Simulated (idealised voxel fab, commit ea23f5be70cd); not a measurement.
Proc. module: voxel air gaps
Each square cell in cross-section cut measures 5 nm, and the section as a whole is 215 nm wide.
In what follows, cross-sections appear as grids of square cells, described through bands that run from the top down, where every band is one or more rows of cells.
Look at the band entry: it leads with the top's height and the bottom's height in nm. Then it lists the materials left to right, with a width in nm for each. The word "throughout" on a single material says that material fills the band edge to edge. The word "blank" is empty space.
Beneath 0, the wafer as received is one material, and that level is where height counting begins. The lowest band goes on downward without a bottom; it is written like "z 0 and below".
Width "30..40": first value at the band's top row of cells, second value at its bottom row, equal change from row to row.
"remains unaltered", as given for a step, is the statement that not any cell of the cross-section underwent a change during that step.
"Sealed void list": sealed empty spaces, 8 cells or more, no open way to top, listed width x height at distance, with distance from the left edge and width, height and distance in nm.
Read whatever lies past the settings on a step's line as the simulator's own remark about the step.
overlay nm: how far to the right of its planned place the mask lay on this masked step (negative: to the left).
So here's the lineup of process steps we planned
1 RECEIVE [material Si]
2 CONFORMAL_DEP [material SiO2] [thk nm 10]
3 CONFORMAL_DEP [material SiN] [thk nm 5]
4 DIRECTIONAL_DEP [material SiO2] [thk nm 40]
5 DIRECTIONAL_DEP [material aC] [thk nm 10]
6 PATTERN [tone open] [mask id LINES] [material resist] [width nm 20] [pitch nm 45] [thk nm 25] [overlay nm 0]
7 DIRECTIONAL_ETCH [etch materials aC] [depth nm 10]
8 STRIP [etch materials resist]
9 DIRECTIONAL_ETCH [etch materials SiO2] [depth nm 40]
10 STRIP [etch materials aC]
11 CONFORMAL_DEP [material TiN] [thk nm 5]
12 FILL_DEP [material Ru] [thk nm 5]
13 CMP [height nm 55]
14 EPI [material Ru] [thk nm 10]
15 SELECTIVE_ETCH [etch materials SiO2] [depth nm 50]
16 CONFORMAL_DEP [material SiN] [thk nm 5]
as received, after step 1
> z 0 and below | Si throughout
> Sealed void list: none
Cross-sectional image of the first of two wafers at the end of the module, the run having proceeded as planned
> z 70 to 65 | blank: 15 | SiN: 185 | blank: 15
> z 65 to 55 | blank: 15 | SiN: 5 | Ru: 40 | SiN: 5 | Ru: 40 | SiN: 5 | Ru: 40 | SiN: 5 | Ru: 40 | SiN: 5 | blank: 15
> z 55 to 50 | blank: 15 | SiN: 15 | TiN: 5 | Ru: 10 | TiN: 5 | SiN: 25 | TiN: 5 | Ru: 10 | TiN: 5 | SiN: 25 | TiN: 5 | Ru: 10 | TiN: 5 | SiN: 25 | TiN: 5 | Ru: 10 | TiN: 5 | SiN: 15 | blank: 15
> z 50 to 20 | blank: 25 | SiN: 5 | TiN: 5 | Ru: 10 | TiN: 5 | SiN: 5 | blank: 15 | SiN: 5 | TiN: 5 | Ru: 10 | TiN: 5 | SiN: 5 | blank: 15 | SiN: 5 | TiN: 5 | Ru: 10 | TiN: 5 | SiN: 5 | blank: 15 | SiN: 5 | TiN: 5 | Ru: 10 | TiN: 5 | SiN: 5 | blank: 25
> z 20 to 15 | SiN: 30 | TiN: 20 | SiN: 25 | TiN: 20 | SiN: 25 | TiN: 20 | SiN: 25 | TiN: 20 | SiN: 30
> z 15 to 10 | SiN throughout
> z 10 to 0 | SiO2 throughout
> z 0 and below | Si throughout
> Sealed void list: 15 x 30 at 55; 15 x 30 at 100; 15 x 30 at 145
Wafer two, end of module, cross-section. Same start, same plan as wafer one. One mistake in the run
> z 70 to 65 | blank: 15 | SiN: 190 | blank: 10
> z 65 to 55 | blank: 15 | SiN: 5 | Ru: 180 | SiN: 5 | blank: 10
> z 55 to 50 | blank: 15 | SiN: 15 | TiN: 5 | Ru: 15 | TiN: 5 | SiO2: 20 | TiN: 5 | Ru: 15 | TiN: 5 | SiO2: 20 | TiN: 5 | Ru: 15 | TiN: 5 | SiO2: 20 | TiN: 5 | Ru: 15 | TiN: 5 | SiN: 15 | blank: 10
> z 50 to 20 | blank: 25 | SiN: 5 | TiN: 5 | Ru: 15 | TiN: 5 | SiO2: 20 | TiN: 5 | Ru: 15 | TiN: 5 | SiO2: 20 | TiN: 5 | Ru: 15 | TiN: 5 | SiO2: 20 | TiN: 5 | Ru: 15 | TiN: 5 | SiN: 5 | blank: 20
> z 20 to 15 | SiN: 30 | TiN: 25 | SiO2: 20 | TiN: 25 | SiO2: 20 | TiN: 25 | SiO2: 20 | TiN: 25 | SiN: 25
> z 15 to 10 | SiN throughout
> z 10 to 0 | SiO2 throughout
> z 0 and below | Si throughout
> Sealed void list: none
Processing error: it should be noted that step 6 was executed with settings other than those planned, the operation and settings actually applied being PATTERN [tone open] [mask id LINES] [material resist] [width nm 25] [pitch nm 45] [thk nm 25] [overlay nm 0]
at the end the second wafer has, in cells: Ru +36 | SiN -72 | SiO2 +96 | TiN +4
By the end, 3 closed voids are present in the first wafer and 0 in the second.
